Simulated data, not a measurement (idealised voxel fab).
The document below concerns the process module designated voxel self aligned contacts.
Cross-section cut: width 250 nm, square cells of 5 nm.
Each cross-section below is a grid of square cells, stated as bands in top-down order, with one or more rows of cells making up each band.
Band: top height; bottom height; in nm. Then, left to right: material with width in nm, for each material. "all across": a single material spanning edge to edge. "empty": empty space.
Where do heights start? At 0: under that level the wafer as delivered is made of one material only. And the lowest band has no floor; it just carries on downward, as in "0 and below".
The notation "30 to 40" denotes a width that varies across the rows of cells in the band, beginning at the first number in the top row, finishing at the second number in the bottom row, and changing by an identical amount from each row to the next.
You'll sometimes find "everything unchanged" written for a step, and that's the way of saying that nowhere in the cross-section did a cell change during that step.
"Enclosed void listing" lists enclosed empty spaces (at least 8 cells, no open path upward to the top), each as width x height at distance from the left edge, in nm.
Whatever follows a step's settings on its line is a remark the simulator itself makes about that step.
overlay nm: on a step with a mask, how far right of its planned place the mask lay; negative means left.
For the reader: what remains of this document is a series of pairs, each showing a cross-section before one process step and a cross-section after that step which reaches down only to the lowest band that changed, with the step between them and its settings set out under the pair. It should not be assumed that a pair continues from the pair above it; the pairs can come from different runs of this module on the same starting wafer, and such continuity exists only where the entry headed "Before this step" says so.
BEFORE THIS STEP
> 0 and below: Si all across
> Enclosed void listing: none
STEP RESULT
> 0 down to -5: SiO2 all across
> Nothing below the height -5 has changed.
> Enclosed void listing: none
Transition step, before and after shown above: OXIDIZE,depth nm 5
Before this step: the cross-section after the pair above
STEP RESULT
> 30 down to 0: polySi all across
> Nothing below the height 0 has changed.
> Enclosed void listing: none
Transition step, before and after shown above: DIRECTIONAL_DEP,material polySi,thk nm 30
Before this step: the cross-section after the pair above
STEP RESULT
> 45 down to 30: SiN all across
> Nothing below the height 30 has changed.
> Enclosed void listing: none
Transition step, before and after shown above: DIRECTIONAL_DEP,material SiN,thk nm 15
Before this step: the cross-section after the pair above
STEP RESULT
> 55 down to 45: aC all across
> Nothing below the height 45 has changed.
> Enclosed void listing: none
Transition step, before and after shown above: DIRECTIONAL_DEP,material aC,thk nm 10
Before this step: the cross-section after the pair above
STEP RESULT
> 80 down to 55: empty=55, then resist=30, then empty=25, then resist=30, then empty=25, then resist=30, then empty=55
> Nothing below the height 55 has changed.
> Enclosed void listing: none
Transition step, before and after shown above: PATTERN,tone cover,mask id GATE,material resist,width nm 30,pitch nm 55,thk nm 25,overlay nm 0
Before this step: the cross-section after the pair above
STEP RESULT
> 70 down to 55: empty=55, then resist=30, then empty=25, then resist=30, then empty=25, then resist=30, then empty=55
> 55 down to 45: empty=55, then aC=30, then empty=25, then aC=30, then empty=25, then aC=30, then empty=55
> Nothing below the height 45 has changed.
> Enclosed void listing: none
Transition step, before and after shown above: DIRECTIONAL_ETCH,etch materials aC,depth nm 10
Before this step: the cross-section after the pair above
STEP RESULT
> 55 down to 45: empty=55, then aC=30, then empty=25, then aC=30, then empty=25, then aC=30, then empty=55
> Nothing below the height 45 has changed.
> Enclosed void listing: none
Transition step, before and after shown above: STRIP,etch materials resist
Before this step: the cross-section after the pair above
STEP RESULT
> 55 down to 45: empty=55, then aC=30, then empty=25, then aC=30, then empty=25, then aC=30, then empty=55
> 45 down to 30: empty=55, then SiN=30, then empty=25, then SiN=30, then empty=25, then SiN=30, then empty=55
> Nothing below the height 30 has changed.
> Enclosed void listing: none
Transition step, before and after shown above: DIRECTIONAL_ETCH,etch materials SiN,depth nm 15
Before this step: the cross-section after the pair above
STEP RESULT
> 55 down to 45: empty=55, then aC=30, then empty=25, then aC=30, then empty=25, then aC=30, then empty=55
> 45 down to 30: empty=55, then SiN=30, then empty=25, then SiN=30, then empty=25, then SiN=30, then empty=55
> 30 down to 0: empty=55, then polySi=30, then empty=25, then polySi=30, then empty=25, then polySi=30, then empty=55
> Nothing below the height 0 has changed.
> Enclosed void listing: none
Transition step, before and after shown above: DIRECTIONAL_ETCH,etch materials polySi,depth nm 30
Before this step: the cross-section after the pair above
STEP RESULT
> 45 down to 30: empty=55, then SiN=30, then empty=25, then SiN=30, then empty=25, then SiN=30, then empty=55
> Nothing below the height 30 has changed.
> Enclosed void listing: none
Transition step, before and after shown above: STRIP,etch materials aC
Before this step: the cross-section after the pair above
STEP RESULT
> 50 down to 30: empty=50, then SiN=40, then empty=15, then SiN=40, then empty=15, then SiN=40, then empty=50
> 30 down to 5: empty=50, then SiN=5, then polySi=30, then SiN=5, then empty=15, then SiN=5, then polySi=30, then SiN=5, then empty=15, then SiN=5, then polySi=30, then SiN=5, then empty=50
> 5 down to 0: SiN=55, then polySi=30, then SiN=25, then polySi=30, then SiN=25, then polySi=30, then SiN=55
> Nothing below the height 0 has changed.
> Enclosed void listing: none
Transition step, before and after shown above: CONFORMAL_DEP,material SiN,thk nm 5
Before this step: the cross-section after the pair above
STEP RESULT
> 45 down to 30: empty=50, then SiN=40, then empty=15, then SiN=40, then empty=15, then SiN=40, then empty=50
> 30 down to 0: empty=50, then SiN=5, then polySi=30, then SiN=5, then empty=15, then SiN=5, then polySi=30, then SiN=5, then empty=15, then SiN=5, then polySi=30, then SiN=5, then empty=50
> Nothing below the height 0 has changed.
> Enclosed void listing: none
Transition step, before and after shown above: DIRECTIONAL_ETCH,etch materials SiN,depth nm 5
Before this step: the cross-section after the pair above
STEP RESULT
> 60 down to 45: SiO2 all across
> 45 down to 30: SiO2=50, then SiN=40, then SiO2=15, then SiN=40, then SiO2=15, then SiN=40, then SiO2=50
> 30 down to 0: SiO2=50, then SiN=5, then polySi=30, then SiN=5, then SiO2=15, then SiN=5, then polySi=30, then SiN=5, then SiO2=15, then SiN=5, then polySi=30, then SiN=5, then SiO2=50
> Nothing below the height 0 has changed.
> Enclosed void listing: none
Transition step, before and after shown above: FILL_DEP,material SiO2,thk nm 15
Before this step: the cross-section after the pair above
STEP RESULT
> 55 down to 45: SiO2 all across
> Nothing below the height 45 has changed.
> Enclosed void listing: none
Transition step, before and after shown above: CMP,height nm 55
Before this step: the cross-section after the pair above
STEP RESULT
> 65 down to 55: aC all across
> Nothing below the height 55 has changed.
> Enclosed void listing: none
Transition step, before and after shown above: DIRECTIONAL_DEP,material aC,thk nm 10
Before this step: the cross-section after the pair above
STEP RESULT
> 90 down to 65: resist=80, then empty=35, then resist=20, then empty=35, then resist=80
> Nothing below the height 65 has changed.
> Enclosed void listing: none
Transition step, before and after shown above: PATTERN,tone open,mask id CONTACT,material resist,width nm 35,pitch nm 55,thk nm 25,overlay nm 0
Before this step: the cross-section after the pair above
STEP RESULT
> 80 down to 65: resist=80, then empty=35, then resist=20, then empty=35, then resist=80
> 65 down to 55: aC=80, then empty=35, then aC=20, then empty=35, then aC=80
> Nothing below the height 55 has changed.
> Enclosed void listing: none
Transition step, before and after shown above: DIRECTIONAL_ETCH,etch materials aC,depth nm 10
Before this step: the cross-section after the pair above
STEP RESULT
> 65 down to 55: aC=80, then empty=35, then aC=20, then empty=35, then aC=80
> Nothing below the height 55 has changed.
> Enclosed void listing: none
Transition step, before and after shown above: STRIP,etch materials resist
Before this step: the cross-section after the pair above
STEP RESULT
> 65 down to 55: aC=80, then empty=35, then aC=20, then empty=35, then aC=80
> 55 down to 45: SiO2=80, then empty=35, then SiO2=20, then empty=35, then SiO2=80
> 45 down to 30: SiO2=50, then SiN=40, then empty=15, then SiN=40, then empty=15, then SiN=40, then SiO2=50
> 30 down to 0: SiO2=50, then SiN=5, then polySi=30, then SiN=5, then empty=15, then SiN=5, then polySi=30, then SiN=5, then empty=15, then SiN=5, then polySi=30, then SiN=5, then SiO2=50
> 0 down to -5: SiO2=90, then empty=15, then SiO2=40, then empty=15, then SiO2=90
> Nothing below the height -5 has changed.
> Enclosed void listing: none
Transition step, before and after shown above: DIRECTIONAL_ETCH,etch materials SiO2,depth nm 60
Before this step: the cross-section after the pair above
STEP RESULT
> 55 down to 45: SiO2=80, then empty=35, then SiO2=20, then empty=35, then SiO2=80
> Nothing below the height 45 has changed.
> Enclosed void listing: none
Transition step, before and after shown above: STRIP,etch materials aC
Before this step: the cross-section after the pair above
STEP RESULT
> 60 down to 55: TiN=85, then empty=25, then TiN=30, then empty=25, then TiN=85
> 55 down to 45: SiO2=80, then TiN=5 to 15, then empty=25 to 5, then TiN=5 to 15, then SiO2=20, then TiN=5 to 15, then empty=25 to 5, then TiN=5 to 15, then SiO2=80
> 45 down to 30: SiO2=50, then SiN=40, then TiN=5, then empty=5, then TiN=5, then SiN=40, then TiN=5, then empty=5, then TiN=5, then SiN=40, then SiO2=50
> 30 down to 0: SiO2=50, then SiN=5, then polySi=30, then SiN=5, then TiN=5, then empty=5, then TiN=5, then SiN=5, then polySi=30, then SiN=5, then TiN=5, then empty=5, then TiN=5, then SiN=5, then polySi=30, then SiN=5, then SiO2=50
> 0 down to -5: SiO2=90, then TiN=15, then SiO2=40, then TiN=15, then SiO2=90
> Nothing below the height -5 has changed.
> Enclosed void listing: none
Transition step, before and after shown above: CONFORMAL_DEP,material TiN,thk nm 5
Before this step: the cross-section after the pair above
STEP RESULT
> 70 down to 60: W all across
> 60 down to 55: TiN=85, then W=25, then TiN=30, then W=25, then TiN=85
> 55 down to 45: SiO2=80, then TiN=5 to 15, then W=25 to 5, then TiN=5 to 15, then SiO2=20, then TiN=5 to 15, then W=25 to 5, then TiN=5 to 15, then SiO2=80
> 45 down to 30: SiO2=50, then SiN=40, then TiN=5, then W=5, then TiN=5, then SiN=40, then TiN=5, then W=5, then TiN=5, then SiN=40, then SiO2=50
> 30 down to 0: SiO2=50, then SiN=5, then polySi=30, then SiN=5, then TiN=5, then W=5, then TiN=5, then SiN=5, then polySi=30, then SiN=5, then TiN=5, then W=5, then TiN=5, then SiN=5, then polySi=30, then SiN=5, then SiO2=50
> Nothing below the height 0 has changed.
> Enclosed void listing: none
Transition step, before and after shown above: FILL_DEP,material W,thk nm 10
Before this step: the cross-section after the pair above
STEP RESULT
> 55 down to 45: SiO2=80, then TiN=5 to 15, then W=25 to 5, then TiN=5 to 15, then SiO2=20, then TiN=5 to 15, then W=25 to 5, then TiN=5 to 15, then SiO2=80
> Nothing below the height 45 has changed.
> Enclosed void listing: none
Transition step, before and after shown above: CMP,height nm 55
Before this step: the cross-section after the pair above
STEP RESULT
> 60 down to 55: SiCN all across
> Nothing below the height 55 has changed.
> Enclosed void listing: none
Transition step, before and after shown above: CONFORMAL_DEP,material SiCN,thk nm 5
BEFORE THIS STEP
> 45 down to 30: empty=55, then SiN=30, then empty=25, then SiN=30, then empty=25, then SiN=30, then empty=55
> 30 down to 0: empty=55, then polySi=30, then empty=25, then polySi=30, then empty=25, then polySi=30, then empty=55
> 0 down to -5: SiO2 all across
> -5 and below: Si all across
> Enclosed void listing: none
STEP RESULT
> 40 down to 30: empty=55, then SiN=30, then empty=25, then SiN=30, then empty=25, then SiN=30, then empty=55
> Nothing below the height 30 has changed.
> Enclosed void listing: none
Transition step, before and after shown above: DIRECTIONAL_ETCH,etch materials SiN,depth nm 5
Before this step: the cross-section after the pair above
STEP RESULT
> 55 down to 40: SiO2 all across
> 40 down to 30: SiO2=55, then SiN=30, then SiO2=25, then SiN=30, then SiO2=25, then SiN=30, then SiO2=55
> 30 down to 0: SiO2=55, then polySi=30, then SiO2=25, then polySi=30, then SiO2=25, then polySi=30, then SiO2=55
> Nothing below the height 0 has changed.
> Enclosed void listing: none
Transition step, before and after shown above: FILL_DEP,material SiO2,thk nm 15
Before this step: the cross-section after the pair above
STEP RESULT
> 65 down to 55: aC all across
> Nothing below the height 55 has changed.
> Enclosed void listing: none
Transition step, before and after shown above: DIRECTIONAL_DEP,material aC,thk nm 10
Before this step: the cross-section after the pair above
STEP RESULT
> 90 down to 65: resist=80, then empty=35, then resist=20, then empty=35, then resist=80
> Nothing below the height 65 has changed.
> Enclosed void listing: none
Transition step, before and after shown above: PATTERN,tone open,mask id CONTACT,material resist,width nm 35,pitch nm 55,thk nm 25,overlay nm 0
Before this step: the cross-section after the pair above
STEP RESULT
> 80 down to 65: resist=80, then empty=35, then resist=20, then empty=35, then resist=80
> 65 down to 55: aC=80, then empty=35, then aC=20, then empty=35, then aC=80
> Nothing below the height 55 has changed.
> Enclosed void listing: none
Transition step, before and after shown above: DIRECTIONAL_ETCH,etch materials aC,depth nm 10
Before this step: the cross-section after the pair above
STEP RESULT
> 65 down to 55: aC=80, then empty=35, then aC=20, then empty=35, then aC=80
> Nothing below the height 55 has changed.
> Enclosed void listing: none
Transition step, before and after shown above: STRIP,etch materials resist
Before this step: the cross-section after the pair above
STEP RESULT
> 65 down to 55: aC=80, then empty=35, then aC=20, then empty=35, then aC=80
> 55 down to 40: SiO2=80, then empty=35, then SiO2=20, then empty=35, then SiO2=80
> 40 down to 30: SiO2=55, then SiN=30, then empty=25, then SiN=30, then empty=25, then SiN=30, then SiO2=55
> 30 down to 0: SiO2=55, then polySi=30, then empty=25, then polySi=30, then empty=25, then polySi=30, then SiO2=55
> 0 down to -5: SiO2=85, then empty=25, then SiO2=30, then empty=25, then SiO2=85
> Nothing below the height -5 has changed.
> Enclosed void listing: none
Transition step, before and after shown above: DIRECTIONAL_ETCH,etch materials SiO2,depth nm 60
Before this step: the cross-section after the pair above
STEP RESULT
> 55 down to 40: SiO2=80, then empty=35, then SiO2=20, then empty=35, then SiO2=80
> Nothing below the height 40 has changed.
> Enclosed void listing: none
Transition step, before and after shown above: STRIP,etch materials aC
Before this step: the cross-section after the pair above
STEP RESULT
> 60 down to 55: TiN=85, then empty=25, then TiN=30, then empty=25, then TiN=85
> 55 down to 45: SiO2=80, then TiN=5, then empty=25, then TiN=5, then SiO2=20, then TiN=5, then empty=25, then TiN=5, then SiO2=80
> 45 down to 40: SiO2=80, then TiN=10, then empty=15, then TiN=10, then SiO2=20, then TiN=10, then empty=15, then TiN=10, then SiO2=80
> 40 down to 30: SiO2=55, then SiN=30, then TiN=5, then empty=15, then TiN=5, then SiN=30, then TiN=5, then empty=15, then TiN=5, then SiN=30, then SiO2=55
> 30 down to 0: SiO2=55, then polySi=30, then TiN=5, then empty=15, then TiN=5, then polySi=30, then TiN=5, then empty=15, then TiN=5, then polySi=30, then SiO2=55
> 0 down to -5: SiO2=85, then TiN=25, then SiO2=30, then TiN=25, then SiO2=85
> Nothing below the height -5 has changed.
> Enclosed void listing: none
Transition step, before and after shown above: CONFORMAL_DEP,material TiN,thk nm 5
Before this step: the cross-section after the pair above
STEP RESULT
> 70 down to 60: W all across
> 60 down to 55: TiN=85, then W=25, then TiN=30, then W=25, then TiN=85
> 55 down to 45: SiO2=80, then TiN=5, then W=25, then TiN=5, then SiO2=20, then TiN=5, then W=25, then TiN=5, then SiO2=80
> 45 down to 40: SiO2=80, then TiN=10, then W=15, then TiN=10, then SiO2=20, then TiN=10, then W=15, then TiN=10, then SiO2=80
> 40 down to 30: SiO2=55, then SiN=30, then TiN=5, then W=15, then TiN=5, then SiN=30, then TiN=5, then W=15, then TiN=5, then SiN=30, then SiO2=55
> 30 down to 0: SiO2=55, then polySi=30, then TiN=5, then W=15, then TiN=5, then polySi=30, then TiN=5, then W=15, then TiN=5, then polySi=30, then SiO2=55
> Nothing below the height 0 has changed.
> Enclosed void listing: none
Transition step, before and after shown above: FILL_DEP,material W,thk nm 10
Before this step: the cross-section after the pair above
STEP RESULT
> 55 down to 45: SiO2=80, then TiN=5, then W=25, then TiN=5, then SiO2=20, then TiN=5, then W=25, then TiN=5, then SiO2=80
> Nothing below the height 45 has changed.
> Enclosed void listing: none
Transition step, before and after shown above: CMP,height nm 55
Before this step: the cross-section after the pair above
STEP RESULT
> 60 down to 55: SiCN all across
> Nothing below the height 55 has changed.
> Enclosed void listing: none
Transition step, before and after shown above: CONFORMAL_DEP,material SiCN,thk nm 5
BEFORE THIS STEP
> 30 down to 0: polySi all across
> 0 down to -5: SiO2 all across
> -5 and below: Si all across
> Enclosed void listing: none
STEP RESULT
> 60 down to 0: polySi all across
> Nothing below the height 0 has changed.
> Enclosed void listing: none
Transition step, before and after shown above: DIRECTIONAL_DEP,material polySi,thk nm 30
Before this step: the cross-section after the pair above
STEP RESULT
> 75 down to 60: SiN all across
> Nothing below the height 60 has changed.
> Enclosed void listing: none
Transition step, before and after shown above: DIRECTIONAL_DEP,material SiN,thk nm 15
Before this step: the cross-section after the pair above
STEP RESULT
> 85 down to 75: aC all across
> Nothing below the height 75 has changed.
> Enclosed void listing: none
Transition step, before and after shown above: DIRECTIONAL_DEP,material aC,thk nm 10
Before this step: the cross-section after the pair above
STEP RESULT
> 110 down to 85: empty=55, then resist=30, then empty=25, then resist=30, then empty=25, then resist=30, then empty=55
> Nothing below the height 85 has changed.
> Enclosed void listing: none
Transition step, before and after shown above: PATTERN,tone cover,mask id GATE,material resist,width nm 30,pitch nm 55,thk nm 25,overlay nm 0
Before this step: the cross-section after the pair above
STEP RESULT
> 100 down to 85: empty=55, then resist=30, then empty=25, then resist=30, then empty=25, then resist=30, then empty=55
> 85 down to 75: empty=55, then aC=30, then empty=25, then aC=30, then empty=25, then aC=30, then empty=55
> Nothing below the height 75 has changed.
> Enclosed void listing: none
Transition step, before and after shown above: DIRECTIONAL_ETCH,etch materials aC,depth nm 10
Before this step: the cross-section after the pair above
STEP RESULT
> 85 down to 75: empty=55, then aC=30, then empty=25, then aC=30, then empty=25, then aC=30, then empty=55
> Nothing below the height 75 has changed.
> Enclosed void listing: none
Transition step, before and after shown above: STRIP,etch materials resist
Before this step: the cross-section after the pair above
STEP RESULT
> 85 down to 75: empty=55, then aC=30, then empty=25, then aC=30, then empty=25, then aC=30, then empty=55
> 75 down to 60: empty=55, then SiN=30, then empty=25, then SiN=30, then empty=25, then SiN=30, then empty=55
> Nothing below the height 60 has changed.
> Enclosed void listing: none
Transition step, before and after shown above: DIRECTIONAL_ETCH,etch materials SiN,depth nm 15
Before this step: the cross-section after the pair above
STEP RESULT
> 85 down to 75: empty=55, then aC=30, then empty=25, then aC=30, then empty=25, then aC=30, then empty=55
> 75 down to 60: empty=55, then SiN=30, then empty=25, then SiN=30, then empty=25, then SiN=30, then empty=55
> 60 down to 30: empty=55, then polySi=30, then empty=25, then polySi=30, then empty=25, then polySi=30, then empty=55
> Nothing below the height 30 has changed.
> Enclosed void listing: none
Transition step, before and after shown above: DIRECTIONAL_ETCH,etch materials polySi,depth nm 30
Before this step: the cross-section after the pair above
STEP RESULT
> 75 down to 60: empty=55, then SiN=30, then empty=25, then SiN=30, then empty=25, then SiN=30, then empty=55
> Nothing below the height 60 has changed.
> Enclosed void listing: none
Transition step, before and after shown above: STRIP,etch materials aC
Before this step: the cross-section after the pair above
STEP RESULT
> 80 down to 60: empty=50, then SiN=40, then empty=15, then SiN=40, then empty=15, then SiN=40, then empty=50
> 60 down to 35: empty=50, then SiN=5, then polySi=30, then SiN=5, then empty=15, then SiN=5, then polySi=30, then SiN=5, then empty=15, then SiN=5, then polySi=30, then SiN=5, then empty=50
> 35 down to 30: SiN=55, then polySi=30, then SiN=25, then polySi=30, then SiN=25, then polySi=30, then SiN=55
> Nothing below the height 30 has changed.
> Enclosed void listing: none
Transition step, before and after shown above: CONFORMAL_DEP,material SiN,thk nm 5
Before this step: the cross-section after the pair above
STEP RESULT
> 75 down to 60: empty=50, then SiN=40, then empty=15, then SiN=40, then empty=15, then SiN=40, then empty=50
> 60 down to 30: empty=50, then SiN=5, then polySi=30, then SiN=5, then empty=15, then SiN=5, then polySi=30, then SiN=5, then empty=15, then SiN=5, then polySi=30, then SiN=5, then empty=50
> Nothing below the height 30 has changed.
> Enclosed void listing: none
Transition step, before and after shown above: DIRECTIONAL_ETCH,etch materials SiN,depth nm 5
Before this step: the cross-section after the pair above
STEP RESULT
> 90 down to 75: SiO2 all across
> 75 down to 60: SiO2=50, then SiN=40, then SiO2=15, then SiN=40, then SiO2=15, then SiN=40, then SiO2=50
> 60 down to 30: SiO2=50, then SiN=5, then polySi=30, then SiN=5, then SiO2=15, then SiN=5, then polySi=30, then SiN=5, then SiO2=15, then SiN=5, then polySi=30, then SiN=5, then SiO2=50
> Nothing below the height 30 has changed.
> Enclosed void listing: none
Transition step, before and after shown above: FILL_DEP,material SiO2,thk nm 15
Before this step: the cross-section after the pair above
STEP RESULT
> 55 down to 30: SiO2=50, then SiN=5, then polySi=30, then SiN=5, then SiO2=15, then SiN=5, then polySi=30, then SiN=5, then SiO2=15, then SiN=5, then polySi=30, then SiN=5, then SiO2=50
> Nothing below the height 30 has changed.
> Enclosed void listing: none
Transition step, before and after shown above: CMP,height nm 55
Before this step: the cross-section after the pair above
STEP RESULT
> 65 down to 55: aC all across
> Nothing below the height 55 has changed.
> Enclosed void listing: none
Transition step, before and after shown above: DIRECTIONAL_DEP,material aC,thk nm 10
Before this step: the cross-section after the pair above
STEP RESULT
> 90 down to 65: resist=80, then empty=35, then resist=20, then empty=35, then resist=80
> Nothing below the height 65 has changed.
> Enclosed void listing: none
Transition step, before and after shown above: PATTERN,tone open,mask id CONTACT,material resist,width nm 35,pitch nm 55,thk nm 25,overlay nm 0
Before this step: the cross-section after the pair above
STEP RESULT
> 80 down to 65: resist=80, then empty=35, then resist=20, then empty=35, then resist=80
> 65 down to 55: aC=80, then empty=35, then aC=20, then empty=35, then aC=80
> Nothing below the height 55 has changed.
> Enclosed void listing: none
Transition step, before and after shown above: DIRECTIONAL_ETCH,etch materials aC,depth nm 10
Before this step: the cross-section after the pair above
STEP RESULT
> 65 down to 55: aC=80, then empty=35, then aC=20, then empty=35, then aC=80
> Nothing below the height 55 has changed.
> Enclosed void listing: none
Transition step, before and after shown above: STRIP,etch materials resist
Before this step: the cross-section after the pair above
STEP RESULT
> 65 down to 55: aC=80, then empty=35, then aC=20, then empty=35, then aC=80
> 55 down to 30: SiO2=50, then SiN=5, then polySi=30, then SiN=5, then empty=15, then SiN=5, then polySi=30, then SiN=5, then empty=15, then SiN=5, then polySi=30, then SiN=5, then SiO2=50
> Nothing below the height 30 has changed.
> Enclosed void listing: none
Transition step, before and after shown above: DIRECTIONAL_ETCH,etch materials SiO2,depth nm 60
Before this step: the cross-section after the pair above
STEP RESULT
> 55 down to 30: SiO2=50, then SiN=5, then polySi=30, then SiN=5, then empty=15, then SiN=5, then polySi=30, then SiN=5, then empty=15, then SiN=5, then polySi=30, then SiN=5, then SiO2=50
> Nothing below the height 30 has changed.
> Enclosed void listing: none
Transition step, before and after shown above: STRIP,etch materials aC
Before this step: the cross-section after the pair above
STEP RESULT
> 60 down to 55: TiN=95, then empty=5, then TiN=50, then empty=5, then TiN=95
> 55 down to 35: SiO2=50, then SiN=5, then polySi=30, then SiN=5, then TiN=5, then empty=5, then TiN=5, then SiN=5, then polySi=30, then SiN=5, then TiN=5, then empty=5, then TiN=5, then SiN=5, then polySi=30, then SiN=5, then SiO2=50
> 35 down to 30: SiO2=50, then SiN=5, then polySi=30, then SiN=5, then TiN=15, then SiN=5, then polySi=30, then SiN=5, then TiN=15, then SiN=5, then polySi=30, then SiN=5, then SiO2=50
> Nothing below the height 30 has changed.
> Enclosed void listing: none
Transition step, before and after shown above: CONFORMAL_DEP,material TiN,thk nm 5
Before this step: the cross-section after the pair above
STEP RESULT
> 70 down to 60: W all across
> 60 down to 55: TiN=95, then W=5, then TiN=50, then W=5, then TiN=95
> 55 down to 35: SiO2=50, then SiN=5, then polySi=30, then SiN=5, then TiN=5, then W=5, then TiN=5, then SiN=5, then polySi=30, then SiN=5, then TiN=5, then W=5, then TiN=5, then SiN=5, then polySi=30, then SiN=5, then SiO2=50
> Nothing below the height 35 has changed.
> Enclosed void listing: none
Transition step, before and after shown above: FILL_DEP,material W,thk nm 10
Before this step: the cross-section after the pair above
STEP RESULT
> 55 down to 35: SiO2=50, then SiN=5, then polySi=30, then SiN=5, then TiN=5, then W=5, then TiN=5, then SiN=5, then polySi=30, then SiN=5, then TiN=5, then W=5, then TiN=5, then SiN=5, then polySi=30, then SiN=5, then SiO2=50
> Nothing below the height 35 has changed.
> Enclosed void listing: none
Transition step, before and after shown above: CMP,height nm 55
Before this step: the cross-section after the pair above
STEP RESULT
> 60 down to 55: SiCN all across
> Nothing below the height 55 has changed.
> Enclosed void listing: none
Transition step, before and after shown above: CONFORMAL_DEP,material SiCN,thk nm 5
BEFORE THIS STEP
> 0 down to -5: SiO2 all across
> -5 and below: Si all across
> Enclosed void listing: none
STEP RESULT
> 15 down to 0: SiN all across
> Nothing below the height 0 has changed.
> Enclosed void listing: none
Transition step, before and after shown above: DIRECTIONAL_DEP,material SiN,thk nm 15
Before this step: the cross-section after the pair above
STEP RESULT
> 45 down to 15: polySi all across
> Nothing below the height 15 has changed.
> Enclosed void listing: none
Transition step, before and after shown above: DIRECTIONAL_DEP,material polySi,thk nm 30
Before this step: the cross-section after the pair above
STEP RESULT
> 55 down to 45: aC all across
> Nothing below the height 45 has changed.
> Enclosed void listing: none
Transition step, before and after shown above: DIRECTIONAL_DEP,material aC,thk nm 10
Before this step: the cross-section after the pair above
STEP RESULT
> 80 down to 55: empty=55, then resist=30, then empty=25, then resist=30, then empty=25, then resist=30, then empty=55
> Nothing below the height 55 has changed.
> Enclosed void listing: none
Transition step, before and after shown above: PATTERN,tone cover,mask id GATE,material resist,width nm 30,pitch nm 55,thk nm 25,overlay nm 0
Before this step: the cross-section after the pair above
STEP RESULT
> 70 down to 55: empty=55, then resist=30, then empty=25, then resist=30, then empty=25, then resist=30, then empty=55
> 55 down to 45: empty=55, then aC=30, then empty=25, then aC=30, then empty=25, then aC=30, then empty=55
> Nothing below the height 45 has changed.
> Enclosed void listing: none
Transition step, before and after shown above: DIRECTIONAL_ETCH,etch materials aC,depth nm 10
Before this step: the cross-section after the pair above
STEP RESULT
> 55 down to 45: empty=55, then aC=30, then empty=25, then aC=30, then empty=25, then aC=30, then empty=55
> Nothing below the height 45 has changed.
> Enclosed void listing: none
Transition step, before and after shown above: STRIP,etch materials resist
Before this step: the cross-section after the pair above
STEP RESULT
> 55 down to 45: empty=55, then aC=30, then empty=25, then aC=30, then empty=25, then aC=30, then empty=55
> 45 down to 15: empty=55, then polySi=30, then empty=25, then polySi=30, then empty=25, then polySi=30, then empty=55
> Nothing below the height 15 has changed.
> Enclosed void listing: none
Transition step, before and after shown above: DIRECTIONAL_ETCH,etch materials polySi,depth nm 30
Before this step: the cross-section after the pair above
STEP RESULT
> 45 down to 15: empty=55, then polySi=30, then empty=25, then polySi=30, then empty=25, then polySi=30, then empty=55
> Nothing below the height 15 has changed.
> Enclosed void listing: none
Transition step, before and after shown above: STRIP,etch materials aC
Before this step: the cross-section after the pair above
STEP RESULT
> 50 down to 45: empty=50, then SiN=40, then empty=15, then SiN=40, then empty=15, then SiN=40, then empty=50
> 45 down to 20: empty=50, then SiN=5, then polySi=30, then SiN=5, then empty=15, then SiN=5, then polySi=30, then SiN=5, then empty=15, then SiN=5, then polySi=30, then SiN=5, then empty=50
> 20 down to 15: SiN=55, then polySi=30, then SiN=25, then polySi=30, then SiN=25, then polySi=30, then SiN=55
> Nothing below the height 15 has changed.
> Enclosed void listing: none
Transition step, before and after shown above: CONFORMAL_DEP,material SiN,thk nm 5
Before this step: the cross-section after the pair above
STEP RESULT
> 45 down to 15: empty=50, then SiN=5, then polySi=30, then SiN=5, then empty=15, then SiN=5, then polySi=30, then SiN=5, then empty=15, then SiN=5, then polySi=30, then SiN=5, then empty=50
> Nothing below the height 15 has changed.
> Enclosed void listing: none
Transition step, before and after shown above: DIRECTIONAL_ETCH,etch materials SiN,depth nm 5
Before this step: the cross-section after the pair above
STEP RESULT
> 60 down to 45: SiO2 all across
> 45 down to 15: SiO2=50, then SiN=5, then polySi=30, then SiN=5, then SiO2=15, then SiN=5, then polySi=30, then SiN=5, then SiO2=15, then SiN=5, then polySi=30, then SiN=5, then SiO2=50
> Nothing below the height 15 has changed.
> Enclosed void listing: none
Transition step, before and after shown above: FILL_DEP,material SiO2,thk nm 15
Before this step: the cross-section after the pair above
STEP RESULT
> 55 down to 45: SiO2 all across
> Nothing below the height 45 has changed.
> Enclosed void listing: none
Transition step, before and after shown above: CMP,height nm 55
Before this step: the cross-section after the pair above
STEP RESULT
> 65 down to 55: aC all across
> Nothing below the height 55 has changed.
> Enclosed void listing: none
Transition step, before and after shown above: DIRECTIONAL_DEP,material aC,thk nm 10
Before this step: the cross-section after the pair above
STEP RESULT
> 90 down to 65: resist=80, then empty=35, then resist=20, then empty=35, then resist=80
> Nothing below the height 65 has changed.
> Enclosed void listing: none
Transition step, before and after shown above: PATTERN,tone open,mask id CONTACT,material resist,width nm 35,pitch nm 55,thk nm 25,overlay nm 0
Before this step: the cross-section after the pair above
STEP RESULT
> 80 down to 65: resist=80, then empty=35, then resist=20, then empty=35, then resist=80
> 65 down to 55: aC=80, then empty=35, then aC=20, then empty=35, then aC=80
> Nothing below the height 55 has changed.
> Enclosed void listing: none
Transition step, before and after shown above: DIRECTIONAL_ETCH,etch materials aC,depth nm 10
Before this step: the cross-section after the pair above
STEP RESULT
> 65 down to 55: aC=80, then empty=35, then aC=20, then empty=35, then aC=80
> Nothing below the height 55 has changed.
> Enclosed void listing: none
Transition step, before and after shown above: STRIP,etch materials resist
Before this step: the cross-section after the pair above
STEP RESULT
> 65 down to 55: aC=80, then empty=35, then aC=20, then empty=35, then aC=80
> 55 down to 45: SiO2=80, then empty=35, then SiO2=20, then empty=35, then SiO2=80
> 45 down to 15: SiO2=50, then SiN=5, then polySi=30, then SiN=5, then empty=15, then SiN=5, then polySi=30, then SiN=5, then empty=15, then SiN=5, then polySi=30, then SiN=5, then SiO2=50
> Nothing below the height 15 has changed.
> Enclosed void listing: none
Transition step, before and after shown above: DIRECTIONAL_ETCH,etch materials SiO2,depth nm 60
Before this step: the cross-section after the pair above
STEP RESULT
> 55 down to 45: SiO2=80, then empty=35, then SiO2=20, then empty=35, then SiO2=80
> Nothing below the height 45 has changed.
> Enclosed void listing: none
Transition step, before and after shown above: STRIP,etch materials aC
